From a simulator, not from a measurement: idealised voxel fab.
Documented hereafter: the process module known as voxel double patterning.
It is cross-section cut that appears here, measuring 230 nm in width, its square cells being 5 nm in size.
Cross-section, as written here: a square-cell grid given band by band from the top down, where a band holds one or more rows of cells.
The entry gives the band's vertical extent as a top height and a bottom height in nm, then its horizontal make-up as materials from left to right, each with a width in nm. "air" stands for empty space; a single material marked "everywhere" fills the band edge to edge.
Convention: height 0 is the level below which the wafer, as received, is all one material. The lowest band does not terminate at the bottom but continues downward, represented as "0 nm and below".
Width "30->40": first value at the band's top row of cells, second value at its bottom row, equal change from row to row.
Given "no modification" for a step, no cell of the cross-section differs between before and after that step.
"Closed void register" means: voids of 8 cells or more that are shut off from the top with no open way through. Written width x height at distance, distance from the left edge, in nm.
That trailing text on a step's line, after the settings, is the simulator's own remark on the step.
overlay nm: for a step with a mask, the amount by which the mask lay right of where it was planned; a negative amount means left of it.
Process steps (planned)
1 RECEIVE: material Si
2 CONFORMAL_DEP: material SiO2, thk nm 5
3 DIRECTIONAL_DEP: material TiN, thk nm 20
4 DIRECTIONAL_DEP: material SiCN, thk nm 10
5 MASKED_ETCH: tone open, mask id FIRST, width nm 15, pitch nm 50, etch materials SiCN, depth nm 10, overlay nm 0
6 DIRECTIONAL_DEP: material aC, thk nm 10
7 PATTERN: tone open, mask id SECOND, material resist, width nm 15, pitch nm 50, thk nm 25, overlay nm 0
8 DIRECTIONAL_ETCH: etch materials aC, depth nm 10
9 STRIP: etch materials resist
10 DIRECTIONAL_ETCH: etch materials SiCN, depth nm 10
11 STRIP: etch materials aC
12 DIRECTIONAL_ETCH: etch materials TiN, depth nm 20
13 STRIP: etch materials SiCN
First of two wafers: run as planned
Delivered wafer in cross-section: state after step 1
0 nm and below  Si everywhere
Closed void register: none
Cross-section of the wafer after step 2
5 nm to 0 nm  SiO2 everywhere
No changes below 0.
Cross-section of the wafer after step 3
25 nm to 5 nm  TiN everywhere
No changes below 5.
Cross-section of the wafer after step 4
35 nm to 25 nm  SiCN everywhere
No changes below 25.
Cross-section of the wafer after step 5
35 nm to 25 nm  55 of SiCN, then 15 of air, then 35 of SiCN, then 15 of air, then 35 of SiCN, then 15 of air, then 60 of SiCN
No changes below 25.
Cross-section of the wafer after step 6
45 nm to 35 nm  55 of aC, then 15 of air, then 35 of aC, then 15 of air, then 35 of aC, then 15 of air, then 60 of aC
35 nm to 25 nm  55 of SiCN, then 15 of aC, then 35 of SiCN, then 15 of aC, then 35 of SiCN, then 15 of aC, then 60 of SiCN
No changes below 25.
Cross-section of the wafer after step 7
70 nm to 45 nm  80 of resist, then 15 of air, then 35 of resist, then 15 of air, then 85 of resist
45 nm to 35 nm  55 of aC, then 15 of resist, then 35 of aC, then 15 of resist, then 35 of aC, then 15 of resist, then 60 of aC
No changes below 35.
Cross-section of the wafer after step 8
60 nm to 45 nm  80 of resist, then 15 of air, then 35 of resist, then 15 of air, then 85 of resist
45 nm to 35 nm  55 of aC, then 15 of resist, then 10 of aC, then 15 of air, then 10 of aC, then 15 of resist, then 10 of aC, then 15 of air, then 10 of aC, then 15 of resist, then 60 of aC
No changes below 35.
Cross-section of the wafer after step 9
45 nm to 35 nm  55 of aC, then 15 of air, then 10 of aC, then 15 of air, then 10 of aC, then 15 of air, then 10 of aC, then 15 of air, then 10 of aC, then 15 of air, then 60 of aC
No changes below 35.
Cross-section of the wafer after step 10
45 nm to 35 nm  55 of aC, then 15 of air, then 10 of aC, then 15 of air, then 10 of aC, then 15 of air, then 10 of aC, then 15 of air, then 10 of aC, then 15 of air, then 60 of aC
35 nm to 25 nm  55 of SiCN, then 15 of aC, then 10 of SiCN, then 15 of air, then 10 of SiCN, then 15 of aC, then 10 of SiCN, then 15 of air, then 10 of SiCN, then 15 of aC, then 60 of SiCN
No changes below 25.
Cross-section of the wafer after step 11
35 nm to 25 nm  55 of SiCN, then 15 of air, then 10 of SiCN, then 15 of air, then 10 of SiCN, then 15 of air, then 10 of SiCN, then 15 of air, then 10 of SiCN, then 15 of air, then 60 of SiCN
No changes below 25.
Cross-section of the wafer after step 12
35 nm to 25 nm  55 of SiCN, then 15 of air, then 10 of SiCN, then 15 of air, then 10 of SiCN, then 15 of air, then 10 of SiCN, then 15 of air, then 10 of SiCN, then 15 of air, then 60 of SiCN
25 nm to 5 nm  55 of TiN, then 15 of air, then 10 of TiN, then 15 of air, then 10 of TiN, then 15 of air, then 10 of TiN, then 15 of air, then 10 of TiN, then 15 of air, then 60 of TiN
No changes below 5.
Cross-section of the wafer after step 13
25 nm to 5 nm  55 of TiN, then 15 of air, then 10 of TiN, then 15 of air, then 10 of TiN, then 15 of air, then 10 of TiN, then 15 of air, then 10 of TiN, then 15 of air, then 60 of TiN
No changes below 5.
Second wafer: like start, like plan, one mistake. Through step 4 it matches the first wafer
Cross-section of the second wafer at the time by which step 5 should have been completed according to the plan
35 nm to 25 nm  60 of SiCN, then 15 of air, then 35 of SiCN, then 15 of air, then 35 of SiCN, then 15 of air, then 55 of SiCN
No changes below 25.
Cross-section of the second wafer at the time by which step 6 should have been completed according to the plan
45 nm to 35 nm  60 of aC, then 15 of air, then 35 of aC, then 15 of air, then 35 of aC, then 15 of air, then 55 of aC
35 nm to 25 nm  60 of SiCN, then 15 of aC, then 35 of SiCN, then 15 of aC, then 35 of SiCN, then 15 of aC, then 55 of SiCN
No changes below 25.
Cross-section of the second wafer at the time by which step 7 should have been completed according to the plan
70 nm to 45 nm  80 of resist, then 15 of air, then 35 of resist, then 15 of air, then 85 of resist
45 nm to 35 nm  60 of aC, then 15 of resist, then 35 of aC, then 15 of resist, then 35 of aC, then 15 of resist, then 55 of aC
No changes below 35.
Cross-section of the second wafer at the time by which step 8 should have been completed according to the plan
60 nm to 45 nm  80 of resist, then 15 of air, then 35 of resist, then 15 of air, then 85 of resist
45 nm to 35 nm  60 of aC, then 15 of resist, then 5 of aC, then 15 of air, then 15 of aC, then 15 of resist, then 5 of aC, then 15 of air, then 15 of aC, then 15 of resist, then 55 of aC
No changes below 35.
Cross-section of the second wafer at the time by which step 9 should have been completed according to the plan
45 nm to 35 nm  60 of aC, then 15 of air, then 5 of aC, then 15 of air, then 15 of aC, then 15 of air, then 5 of aC, then 15 of air, then 15 of aC, then 15 of air, then 55 of aC
No changes below 35.
Cross-section of the second wafer at the time by which step 10 should have been completed according to the plan
45 nm to 35 nm  60 of aC, then 15 of air, then 5 of aC, then 15 of air, then 15 of aC, then 15 of air, then 5 of aC, then 15 of air, then 15 of aC, then 15 of air, then 55 of aC
35 nm to 25 nm  60 of SiCN, then 15 of aC, then 5 of SiCN, then 15 of air, then 15 of SiCN, then 15 of aC, then 5 of SiCN, then 15 of air, then 15 of SiCN, then 15 of aC, then 55 of SiCN
No changes below 25.
Cross-section of the second wafer at the time by which step 11 should have been completed according to the plan
35 nm to 25 nm  60 of SiCN, then 15 of air, then 5 of SiCN, then 15 of air, then 15 of SiCN, then 15 of air, then 5 of SiCN, then 15 of air, then 15 of SiCN, then 15 of air, then 55 of SiCN
No changes below 25.
Cross-section of the second wafer at the time by which step 12 should have been completed according to the plan
35 nm to 25 nm  60 of SiCN, then 15 of air, then 5 of SiCN, then 15 of air, then 15 of SiCN, then 15 of air, then 5 of SiCN, then 15 of air, then 15 of SiCN, then 15 of air, then 55 of SiCN
25 nm to 5 nm  60 of TiN, then 15 of air, then 5 of TiN, then 15 of air, then 15 of TiN, then 15 of air, then 5 of TiN, then 15 of air, then 15 of TiN, then 15 of air, then 55 of TiN
No changes below 5.
Cross-section of the second wafer at the time by which step 13 should have been completed according to the plan
25 nm to 5 nm  60 of TiN, then 15 of air, then 5 of TiN, then 15 of air, then 15 of TiN, then 15 of air, then 5 of TiN, then 15 of air, then 15 of TiN, then 15 of air, then 55 of TiN
No changes below 5.
Where did the run depart from the plan? rather than as planned, step 5 actually ran as MASKED_ETCH: tone open, mask id FIRST, width nm 15, pitch nm 50, etch materials SiCN, depth nm 10, overlay nm 5
The two final wafers agree on how many cells each material fills and disagree on which cells those are.
